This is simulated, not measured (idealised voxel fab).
process module | voxel transistor to metal
cross-section cut | 180 nm wide | cells 5 nm
A cross-section is a grid of square cells, given in bands from the top down. A band is one or more rows of cells.
Each band's line starts with the height of the band's top and of its bottom, in nm. Then come its materials from left to right, each with its width in nm. One material with "throughout" fills the band from edge to edge. "air" is empty space.
Height 0 is the level under which the wafer as received is all one material. The lowest band goes on downwards, as in "0 down".
A width such as "30 to 40" changes by the same amount from each row of cells to the next, from the band's top row to its bottom row.
"no change" after a step means that no cell of the cross-section changed.
closed voids: empty space of 8 cells or more with no open way to the top, each as width x height at its distance from the left edge, in nm
after a step's settings: what the simulator itself notes on the step
overlay nm, on a step with a mask: how far to the right of its planned place the mask lay; to the left if negative
plan
1 op RECEIVE | material Si
2 op CONFORMAL_DEP | material SiO2 | thk nm 5
3 op CONFORMAL_DEP | material SiN | thk nm 10
4 op MASKED_ETCH | tone cover | mask id ACTIVE | width nm 95 | etch materials SiN | depth nm 10 | overlay nm 0
5 op MASKED_ETCH | tone cover | mask id ACTIVE | width nm 95 | etch materials SiO2 | depth nm 5 | overlay nm 0
6 op MASKED_ETCH | tone cover | mask id ACTIVE | width nm 95 | etch materials Si | depth nm 35 | overlay nm 0
7 op OXIDIZE | depth nm 5
8 op FILL_DEP | material SiO2 | thk nm 10
9 op CMP | height nm 15
10 op SELECTIVE_ETCH | etch materials SiO2 | depth nm 10
11 op STRIP | etch materials SiN
12 op SELECTIVE_ETCH | etch materials SiO2 | depth nm 5
13 op OXIDIZE | depth nm 5
14 op DIRECTIONAL_DEP | material polySi | thk nm 30
15 op DIRECTIONAL_DEP | material SiCN | thk nm 15
16 op PATTERN | tone cover | mask id GATE | material resist | width nm 25 | thk nm 15 | overlay nm 0
17 op DIRECTIONAL_ETCH | etch materials SiCN | depth nm 25
18 op DIRECTIONAL_ETCH | etch materials polySi | depth nm 40
19 op STRIP | etch materials resist
20 op CONFORMAL_DEP | material SiN | thk nm 5
21 op DIRECTIONAL_ETCH | etch materials SiN | depth nm 5
22 op DIRECTIONAL_ETCH | etch materials SiO2 | depth nm 5
23 op EPI | material SiGe | thk nm 5
24 op FILL_DEP | material SiO2 | thk nm 5
25 op CMP | height nm 30
26 op STRIP | etch materials polySi
27 op SELECTIVE_ETCH | etch materials SiO2 | depth nm 5
28 op CONFORMAL_DEP | material HfO2 | thk nm 5
29 op CONFORMAL_DEP | material TiN | thk nm 5
30 op FILL_DEP | material W | thk nm 10
31 op CMP | height nm 25
32 op DIRECTIONAL_DEP | material SiO2 | thk nm 15
33 op PATTERN | tone open | mask id CONTACT | material resist | width nm 15 | pitch nm 70 | thk nm 15 | overlay nm 0
34 op DIRECTIONAL_ETCH | etch materials SiO2 | depth nm 40
35 op STRIP | etch materials resist
36 op CONFORMAL_DEP | material TiN | thk nm 5
37 op FILL_DEP | material Ru | thk nm 10
38 op CMP | height nm 40
39 op CONFORMAL_DEP | material SiN | thk nm 5
40 op DIRECTIONAL_DEP | material SiO2 | thk nm 25
41 op PATTERN | tone open | mask id METAL_1 | material resist | width nm 15 | pitch nm 70 | thk nm 15 | overlay nm 0
42 op DIRECTIONAL_ETCH | etch materials SiO2 | depth nm 25
43 op DIRECTIONAL_ETCH | etch materials SiN | depth nm 5
44 op STRIP | etch materials resist
45 op CONFORMAL_DEP | material TiN | thk nm 5
46 op FILL_DEP | material Cu | thk nm 10
47 op CMP | height nm 70
48 op CONFORMAL_DEP | material SiCN | thk nm 5
49 op DIRECTIONAL_DEP | material SiO2 | thk nm 30
50 op DIRECTIONAL_DEP | material aC | thk nm 10
51 op PATTERN | tone open | mask id METAL_2 | material resist | width nm 15 | pitch nm 70 | thk nm 25 | overlay nm 0
52 op DIRECTIONAL_ETCH | etch materials aC | depth nm 10
53 op STRIP | etch materials resist
54 op DIRECTIONAL_ETCH | etch materials SiO2 | depth nm 15
55 op STRIP | etch materials aC
56 op DIRECTIONAL_DEP | material aC | thk nm 15
57 op PATTERN | tone open | mask id METAL_2_HOLES | material resist | width nm 15 | pitch nm 70 | thk nm 30 | overlay nm 0
58 op DIRECTIONAL_ETCH | etch materials aC | depth nm 15
59 op STRIP | etch materials resist
60 op DIRECTIONAL_ETCH | etch materials SiO2 | depth nm 15
61 op DIRECTIONAL_ETCH | etch materials SiCN | depth nm 5
62 op STRIP | etch materials aC
63 op CONFORMAL_DEP | material TiN | thk nm 5
64 op FILL_DEP | material Cu | thk nm 10
65 op CMP | height nm 105
66 op CONFORMAL_DEP | material SiCN | thk nm 5
first wafer, as planned
as received, after step 1
  0 down: Si throughout
  closed voids: none
after step 2
  5 to 0: SiO2 throughout
  below 0: unchanged
after step 3
  15 to 5: SiN throughout
  below 5: unchanged
after step 4
  15 to 5: air 40 | SiN 95 | air 45
  below 5: unchanged
after step 5
  15 to 5: air 40 | SiN 95 | air 45
  5 to 0: air 40 | SiO2 95 | air 45
  below 0: unchanged
after step 6
  15 to 5: air 40 | SiN 95 | air 45
  5 to 0: air 40 | SiO2 95 | air 45
  0 to -35: air 40 | Si 95 | air 45
  below -35: unchanged
after step 7
  15 to 5: air 40 | SiN 95 | air 45
  5 to 0: air 40 | SiO2 95 | air 45
  0 to -35: air 40 | SiO2 5 | Si 85 | SiO2 5 | air 45
  -35 to -40: SiO2 45 | Si 85 | SiO2 50
  below -40: unchanged
after step 8
  25 to 15: SiO2 throughout
  15 to 5: SiO2 40 | SiN 95 | SiO2 45
  5 to 0: SiO2 throughout
  0 to -40: SiO2 45 | Si 85 | SiO2 50
  below -40: unchanged
after step 9
  15 to 5: SiO2 40 | SiN 95 | SiO2 45
  below 5: unchanged
after step 10
  15 to 5: air 40 | SiN 95 | air 45
  below 5: unchanged
after step 11
  5 to 0: SiO2 throughout
  below 0: unchanged
after step 12
  0 to -40: SiO2 45 | Si 85 | SiO2 50
  below -40: unchanged
after step 13
  0 to -5: SiO2 throughout
  below -5: unchanged
after step 14
  30 to 0: polySi throughout
  below 0: unchanged
after step 15
  45 to 30: SiCN throughout
  below 30: unchanged
after step 16
  60 to 45: air 75 | resist 25 | air 80
  below 45: unchanged
after step 17
  60 to 45: air 75 | resist 25 | air 80
  45 to 30: air 75 | SiCN 25 | air 80
  below 30: unchanged
after step 18
  60 to 45: air 75 | resist 25 | air 80
  45 to 30: air 75 | SiCN 25 | air 80
  30 to 0: air 75 | polySi 25 | air 80
  below 0: unchanged
after step 19
  45 to 30: air 75 | SiCN 25 | air 80
  below 30: unchanged
after step 20
  50 to 45: air 70 | SiN 35 | air 75
  45 to 30: air 70 | SiN 5 | SiCN 25 | SiN 5 | air 75
  30 to 5: air 70 | SiN 5 | polySi 25 | SiN 5 | air 75
  5 to 0: SiN 75 | polySi 25 | SiN 80
  below 0: unchanged
after step 21
  45 to 30: air 70 | SiN 5 | SiCN 25 | SiN 5 | air 75
  30 to 0: air 70 | SiN 5 | polySi 25 | SiN 5 | air 75
  below 0: unchanged
after step 22
  45 to 30: air 70 | SiN 5 | SiCN 25 | SiN 5 | air 75
  30 to 0: air 70 | SiN 5 | polySi 25 | SiN 5 | air 75
  0 to -5: air 70 | SiO2 35 | air 75
  below -5: unchanged
after step 23
  45 to 30: air 70 | SiN 5 | SiCN 25 | SiN 5 | air 75
  30 to 0: air 70 | SiN 5 | polySi 25 | SiN 5 | air 75
  0 to -5: air 40 | SiGe 30 | SiO2 35 | SiGe 30 | air 45
  below -5: unchanged
after step 24
  50 to 45: SiO2 throughout
  45 to 30: SiO2 70 | SiN 5 | SiCN 25 | SiN 5 | SiO2 75
  30 to 0: SiO2 70 | SiN 5 | polySi 25 | SiN 5 | SiO2 75
  0 to -5: SiO2 40 | SiGe 30 | SiO2 35 | SiGe 30 | SiO2 45
  below -5: unchanged
after step 25
  30 to 0: SiO2 70 | SiN 5 | polySi 25 | SiN 5 | SiO2 75
  below 0: unchanged
after step 26
  30 to 0: SiO2 70 | SiN 5 | air 25 | SiN 5 | SiO2 75
  below 0: unchanged
after step 27
  30 to 25: air 70 | SiN 5 | air 25 | SiN 5 | air 75
  25 to 0: SiO2 70 | SiN 5 | air 25 | SiN 5 | SiO2 75
  0 to -5: SiO2 40 | SiGe 30 | air 35 | SiGe 30 | SiO2 45
  below -5: unchanged
after step 28
  35 to 30: air 65 | HfO2 15 | air 15 | HfO2 15 | air 70
  30 to 25: HfO2 70 | SiN 5 | HfO2 5 | air 15 | HfO2 5 | SiN 5 | HfO2 75
  25 to 0: SiO2 70 | SiN 5 | HfO2 5 | air 15 | HfO2 5 | SiN 5 | SiO2 75
  0 to -5: SiO2 40 | SiGe 30 | HfO2 35 | SiGe 30 | SiO2 45
  below -5: unchanged
after step 29
  40 to 35: air 60 | TiN 25 | air 5 | TiN 25 | air 65
  35 to 30: TiN 65 | HfO2 15 | TiN 5 | air 5 | TiN 5 | HfO2 15 | TiN 70
  30 to 25: HfO2 70 | SiN 5 | HfO2 5 | TiN 5 | air 5 | TiN 5 | HfO2 5 | SiN 5 | HfO2 75
  25 to 5: SiO2 70 | SiN 5 | HfO2 5 | TiN 5 | air 5 | TiN 5 | HfO2 5 | SiN 5 | SiO2 75
  5 to 0: SiO2 70 | SiN 5 | HfO2 5 | TiN 15 | HfO2 5 | SiN 5 | SiO2 75
  below 0: unchanged
after step 30
  50 to 40: W throughout
  40 to 35: W 60 | TiN 25 | W 5 | TiN 25 | W 65
  35 to 30: TiN 65 | HfO2 15 | TiN 5 | W 5 | TiN 5 | HfO2 15 | TiN 70
  30 to 25: HfO2 70 | SiN 5 | HfO2 5 | TiN 5 | W 5 | TiN 5 | HfO2 5 | SiN 5 | HfO2 75
  25 to 5: SiO2 70 | SiN 5 | HfO2 5 | TiN 5 | W 5 | TiN 5 | HfO2 5 | SiN 5 | SiO2 75
  below 5: unchanged
after step 31
  25 to 5: SiO2 70 | SiN 5 | HfO2 5 | TiN 5 | W 5 | TiN 5 | HfO2 5 | SiN 5 | SiO2 75
  below 5: unchanged
after step 32
  40 to 25: SiO2 throughout
  below 25: unchanged
after step 33
  55 to 40: resist 45 | air 15 | resist 55 | air 15 | resist 50
  below 40: unchanged
after step 34
  55 to 40: resist 45 | air 15 | resist 55 | air 15 | resist 50
  40 to 25: SiO2 45 | air 15 | SiO2 55 | air 15 | SiO2 50
  25 to 5: SiO2 45 | air 15 | SiO2 10 | SiN 5 | HfO2 5 | TiN 5 | W 5 | TiN 5 | HfO2 5 | SiN 5 | SiO2 10 | air 15 | SiO2 50
  5 to 0: SiO2 45 | air 15 | SiO2 10 | SiN 5 | HfO2 5 | TiN 15 | HfO2 5 | SiN 5 | SiO2 10 | air 15 | SiO2 50
  below 0: unchanged
after step 35
  40 to 25: SiO2 45 | air 15 | SiO2 55 | air 15 | SiO2 50
  below 25: unchanged
after step 36
  45 to 40: TiN 50 | air 5 | TiN 65 | air 5 | TiN 55
  40 to 25: SiO2 45 | TiN 5 | air 5 | TiN 5 | SiO2 55 | TiN 5 | air 5 | TiN 5 | SiO2 50
  25 to 5: SiO2 45 | TiN 5 | air 5 | TiN 5 | SiO2 10 | SiN 5 | HfO2 5 | TiN 5 | W 5 | TiN 5 | HfO2 5 | SiN 5 | SiO2 10 | TiN 5 | air 5 | TiN 5 | SiO2 50
  5 to 0: SiO2 45 | TiN 15 | SiO2 10 | SiN 5 | HfO2 5 | TiN 15 | HfO2 5 | SiN 5 | SiO2 10 | TiN 15 | SiO2 50
  below 0: unchanged
after step 37
  55 to 45: Ru throughout
  45 to 40: TiN 50 | Ru 5 | TiN 65 | Ru 5 | TiN 55
  40 to 25: SiO2 45 | TiN 5 | Ru 5 | TiN 5 | SiO2 55 | TiN 5 | Ru 5 | TiN 5 | SiO2 50
  25 to 5: SiO2 45 | TiN 5 | Ru 5 | TiN 5 | SiO2 10 | SiN 5 | HfO2 5 | TiN 5 | W 5 | TiN 5 | HfO2 5 | SiN 5 | SiO2 10 | TiN 5 | Ru 5 | TiN 5 | SiO2 50
  below 5: unchanged
after step 38
  40 to 25: SiO2 45 | TiN 5 | Ru 5 | TiN 5 | SiO2 55 | TiN 5 | Ru 5 | TiN 5 | SiO2 50
  below 25: unchanged
after step 39
  45 to 40: SiN throughout
  below 40: unchanged
after step 40
  70 to 45: SiO2 throughout
  below 45: unchanged
after step 41
  85 to 70: resist 45 | air 15 | resist 55 | air 15 | resist 50
  below 70: unchanged
after step 42
  85 to 70: resist 45 | air 15 | resist 55 | air 15 | resist 50
  70 to 45: SiO2 45 | air 15 | SiO2 55 | air 15 | SiO2 50
  below 45: unchanged
after step 43
  85 to 70: resist 45 | air 15 | resist 55 | air 15 | resist 50
  70 to 45: SiO2 45 | air 15 | SiO2 55 | air 15 | SiO2 50
  45 to 40: SiN 45 | air 15 | SiN 55 | air 15 | SiN 50
  below 40: unchanged
after step 44
  70 to 45: SiO2 45 | air 15 | SiO2 55 | air 15 | SiO2 50
  below 45: unchanged
after step 45
  75 to 70: TiN 50 | air 5 | TiN 65 | air 5 | TiN 55
  70 to 45: SiO2 45 | TiN 5 | air 5 | TiN 5 | SiO2 55 | TiN 5 | air 5 | TiN 5 | SiO2 50
  45 to 40: SiN 45 | TiN 15 | SiN 55 | TiN 15 | SiN 50
  below 40: unchanged
after step 46
  85 to 75: Cu throughout
  75 to 70: TiN 50 | Cu 5 | TiN 65 | Cu 5 | TiN 55
  70 to 45: SiO2 45 | TiN 5 | Cu 5 | TiN 5 | SiO2 55 | TiN 5 | Cu 5 | TiN 5 | SiO2 50
  below 45: unchanged
after step 47
  70 to 45: SiO2 45 | TiN 5 | Cu 5 | TiN 5 | SiO2 55 | TiN 5 | Cu 5 | TiN 5 | SiO2 50
  below 45: unchanged
after step 48
  75 to 70: SiCN throughout
  below 70: unchanged
after step 49
  105 to 75: SiO2 throughout
  below 75: unchanged
after step 50
  115 to 105: aC throughout
  below 105: unchanged
after step 51
  140 to 115: resist 45 | air 15 | resist 55 | air 15 | resist 50
  below 115: unchanged
after step 52
  130 to 115: resist 45 | air 15 | resist 55 | air 15 | resist 50
  115 to 105: aC 45 | air 15 | aC 55 | air 15 | aC 50
  below 105: unchanged
after step 53
  115 to 105: aC 45 | air 15 | aC 55 | air 15 | aC 50
  below 105: unchanged
after step 54
  115 to 105: aC 45 | air 15 | aC 55 | air 15 | aC 50
  105 to 90: SiO2 45 | air 15 | SiO2 55 | air 15 | SiO2 50
  below 90: unchanged
after step 55
  105 to 90: SiO2 45 | air 15 | SiO2 55 | air 15 | SiO2 50
  below 90: unchanged
after step 56
  120 to 105: aC 45 | air 15 | aC 55 | air 15 | aC 50
  105 to 90: SiO2 45 | aC 15 | SiO2 55 | aC 15 | SiO2 50
  below 90: unchanged
after step 57
  150 to 120: resist 45 | air 15 | resist 55 | air 15 | resist 50
  below 120: unchanged
after step 58
  135 to 120: resist 45 | air 15 | resist 55 | air 15 | resist 50
  120 to 105: aC 45 | air 15 | aC 55 | air 15 | aC 50
  105 to 90: SiO2 45 | air 15 | SiO2 55 | air 15 | SiO2 50
  below 90: unchanged
after step 59
  120 to 105: aC 45 | air 15 | aC 55 | air 15 | aC 50
  below 105: unchanged
after step 60
  120 to 105: aC 45 | air 15 | aC 55 | air 15 | aC 50
  105 to 75: SiO2 45 | air 15 | SiO2 55 | air 15 | SiO2 50
  below 75: unchanged
after step 61
  120 to 105: aC 45 | air 15 | aC 55 | air 15 | aC 50
  105 to 75: SiO2 45 | air 15 | SiO2 55 | air 15 | SiO2 50
  75 to 70: SiCN 45 | air 15 | SiCN 55 | air 15 | SiCN 50
  below 70: unchanged
after step 62
  105 to 75: SiO2 45 | air 15 | SiO2 55 | air 15 | SiO2 50
  below 75: unchanged
after step 63
  110 to 105: TiN 50 | air 5 | TiN 65 | air 5 | TiN 55
  105 to 75: SiO2 45 | TiN 5 | air 5 | TiN 5 | SiO2 55 | TiN 5 | air 5 | TiN 5 | SiO2 50
  75 to 70: SiCN 45 | TiN 15 | SiCN 55 | TiN 15 | SiCN 50
  below 70: unchanged
after step 64
  120 to 110: Cu throughout
  110 to 105: TiN 50 | Cu 5 | TiN 65 | Cu 5 | TiN 55
  105 to 75: SiO2 45 | TiN 5 | Cu 5 | TiN 5 | SiO2 55 | TiN 5 | Cu 5 | TiN 5 | SiO2 50
  below 75: unchanged
after step 65
  105 to 75: SiO2 45 | TiN 5 | Cu 5 | TiN 5 | SiO2 55 | TiN 5 | Cu 5 | TiN 5 | SiO2 50
  below 75: unchanged
after step 66
  110 to 105: SiCN throughout
  below 105: unchanged
second wafer: like start, like plan, one mistake. Through step 31 it matches the first wafer
when step 32 should have ended
  55 to 25: SiO2 throughout
  below 25: unchanged
when step 33 should have ended
  70 to 55: resist 45 | air 15 | resist 55 | air 15 | resist 50
  below 55: unchanged
when step 34 should have ended
  70 to 55: resist 45 | air 15 | resist 55 | air 15 | resist 50
  55 to 25: SiO2 45 | air 15 | SiO2 55 | air 15 | SiO2 50
  25 to 15: SiO2 45 | air 15 | SiO2 10 | SiN 5 | HfO2 5 | TiN 5 | W 5 | TiN 5 | HfO2 5 | SiN 5 | SiO2 10 | air 15 | SiO2 50
  below 15: unchanged
when step 35 should have ended
  55 to 25: SiO2 45 | air 15 | SiO2 55 | air 15 | SiO2 50
  below 25: unchanged
when step 36 should have ended
  60 to 55: TiN 50 | air 5 | TiN 65 | air 5 | TiN 55
  55 to 25: SiO2 45 | TiN 5 | air 5 | TiN 5 | SiO2 55 | TiN 5 | air 5 | TiN 5 | SiO2 50
  25 to 20: SiO2 45 | TiN 5 | air 5 | TiN 5 | SiO2 10 | SiN 5 | HfO2 5 | TiN 5 | W 5 | TiN 5 | HfO2 5 | SiN 5 | SiO2 10 | TiN 5 | air 5 | TiN 5 | SiO2 50
  20 to 15: SiO2 45 | TiN 15 | SiO2 10 | SiN 5 | HfO2 5 | TiN 5 | W 5 | TiN 5 | HfO2 5 | SiN 5 | SiO2 10 | TiN 15 | SiO2 50
  below 15: unchanged
when step 37 should have ended
  70 to 60: Ru throughout
  60 to 55: TiN 50 | Ru 5 | TiN 65 | Ru 5 | TiN 55
  55 to 25: SiO2 45 | TiN 5 | Ru 5 | TiN 5 | SiO2 55 | TiN 5 | Ru 5 | TiN 5 | SiO2 50
  25 to 20: SiO2 45 | TiN 5 | Ru 5 | TiN 5 | SiO2 10 | SiN 5 | HfO2 5 | TiN 5 | W 5 | TiN 5 | HfO2 5 | SiN 5 | SiO2 10 | TiN 5 | Ru 5 | TiN 5 | SiO2 50
  below 20: unchanged
when step 38 should have ended
  40 to 25: SiO2 45 | TiN 5 | Ru 5 | TiN 5 | SiO2 55 | TiN 5 | Ru 5 | TiN 5 | SiO2 50
  below 25: unchanged
when step 39 should have ended
  45 to 40: SiN throughout
  below 40: unchanged
when step 40 should have ended
  70 to 45: SiO2 throughout
  below 45: unchanged
when step 41 should have ended
  85 to 70: resist 45 | air 15 | resist 55 | air 15 | resist 50
  below 70: unchanged
when step 42 should have ended
  85 to 70: resist 45 | air 15 | resist 55 | air 15 | resist 50
  70 to 45: SiO2 45 | air 15 | SiO2 55 | air 15 | SiO2 50
  below 45: unchanged
when step 43 should have ended
  85 to 70: resist 45 | air 15 | resist 55 | air 15 | resist 50
  70 to 45: SiO2 45 | air 15 | SiO2 55 | air 15 | SiO2 50
  45 to 40: SiN 45 | air 15 | SiN 55 | air 15 | SiN 50
  below 40: unchanged
when step 44 should have ended
  70 to 45: SiO2 45 | air 15 | SiO2 55 | air 15 | SiO2 50
  below 45: unchanged
when step 45 should have ended
  75 to 70: TiN 50 | air 5 | TiN 65 | air 5 | TiN 55
  70 to 45: SiO2 45 | TiN 5 | air 5 | TiN 5 | SiO2 55 | TiN 5 | air 5 | TiN 5 | SiO2 50
  45 to 40: SiN 45 | TiN 15 | SiN 55 | TiN 15 | SiN 50
  below 40: unchanged
when step 46 should have ended
  85 to 75: Cu throughout
  75 to 70: TiN 50 | Cu 5 | TiN 65 | Cu 5 | TiN 55
  70 to 45: SiO2 45 | TiN 5 | Cu 5 | TiN 5 | SiO2 55 | TiN 5 | Cu 5 | TiN 5 | SiO2 50
  below 45: unchanged
when step 47 should have ended
  70 to 45: SiO2 45 | TiN 5 | Cu 5 | TiN 5 | SiO2 55 | TiN 5 | Cu 5 | TiN 5 | SiO2 50
  below 45: unchanged
when step 48 should have ended
  75 to 70: SiCN throughout
  below 70: unchanged
when step 49 should have ended
  105 to 75: SiO2 throughout
  below 75: unchanged
when step 50 should have ended
  115 to 105: aC throughout
  below 105: unchanged
when step 51 should have ended
  140 to 115: resist 45 | air 15 | resist 55 | air 15 | resist 50
  below 115: unchanged
when step 52 should have ended
  130 to 115: resist 45 | air 15 | resist 55 | air 15 | resist 50
  115 to 105: aC 45 | air 15 | aC 55 | air 15 | aC 50
  below 105: unchanged
when step 53 should have ended
  115 to 105: aC 45 | air 15 | aC 55 | air 15 | aC 50
  below 105: unchanged
when step 54 should have ended
  115 to 105: aC 45 | air 15 | aC 55 | air 15 | aC 50
  105 to 90: SiO2 45 | air 15 | SiO2 55 | air 15 | SiO2 50
  below 90: unchanged
when step 55 should have ended
  105 to 90: SiO2 45 | air 15 | SiO2 55 | air 15 | SiO2 50
  below 90: unchanged
when step 56 should have ended
  120 to 105: aC 45 | air 15 | aC 55 | air 15 | aC 50
  105 to 90: SiO2 45 | aC 15 | SiO2 55 | aC 15 | SiO2 50
  below 90: unchanged
when step 57 should have ended
  150 to 120: resist 45 | air 15 | resist 55 | air 15 | resist 50
  below 120: unchanged
when step 58 should have ended
  135 to 120: resist 45 | air 15 | resist 55 | air 15 | resist 50
  120 to 105: aC 45 | air 15 | aC 55 | air 15 | aC 50
  105 to 90: SiO2 45 | air 15 | SiO2 55 | air 15 | SiO2 50
  below 90: unchanged
when step 59 should have ended
  120 to 105: aC 45 | air 15 | aC 55 | air 15 | aC 50
  below 105: unchanged
when step 60 should have ended
  120 to 105: aC 45 | air 15 | aC 55 | air 15 | aC 50
  105 to 75: SiO2 45 | air 15 | SiO2 55 | air 15 | SiO2 50
  below 75: unchanged
when step 61 should have ended
  120 to 105: aC 45 | air 15 | aC 55 | air 15 | aC 50
  105 to 75: SiO2 45 | air 15 | SiO2 55 | air 15 | SiO2 50
  75 to 70: SiCN 45 | air 15 | SiCN 55 | air 15 | SiCN 50
  below 70: unchanged
when step 62 should have ended
  105 to 75: SiO2 45 | air 15 | SiO2 55 | air 15 | SiO2 50
  below 75: unchanged
when step 63 should have ended
  110 to 105: TiN 50 | air 5 | TiN 65 | air 5 | TiN 55
  105 to 75: SiO2 45 | TiN 5 | air 5 | TiN 5 | SiO2 55 | TiN 5 | air 5 | TiN 5 | SiO2 50
  75 to 70: SiCN 45 | TiN 15 | SiCN 55 | TiN 15 | SiCN 50
  below 70: unchanged
when step 64 should have ended
  120 to 110: Cu throughout
  110 to 105: TiN 50 | Cu 5 | TiN 65 | Cu 5 | TiN 55
  105 to 75: SiO2 45 | TiN 5 | Cu 5 | TiN 5 | SiO2 55 | TiN 5 | Cu 5 | TiN 5 | SiO2 50
  below 75: unchanged
when step 65 should have ended
  105 to 75: SiO2 45 | TiN 5 | Cu 5 | TiN 5 | SiO2 55 | TiN 5 | Cu 5 | TiN 5 | SiO2 50
  below 75: unchanged
when step 66 should have ended
  110 to 105: SiCN throughout
  below 105: unchanged
what went wrong: step 32 was run twice
at the end the second wafer has, in cells: 6 fewer of Ru | 18 more of SiO2 | 12 fewer of TiN
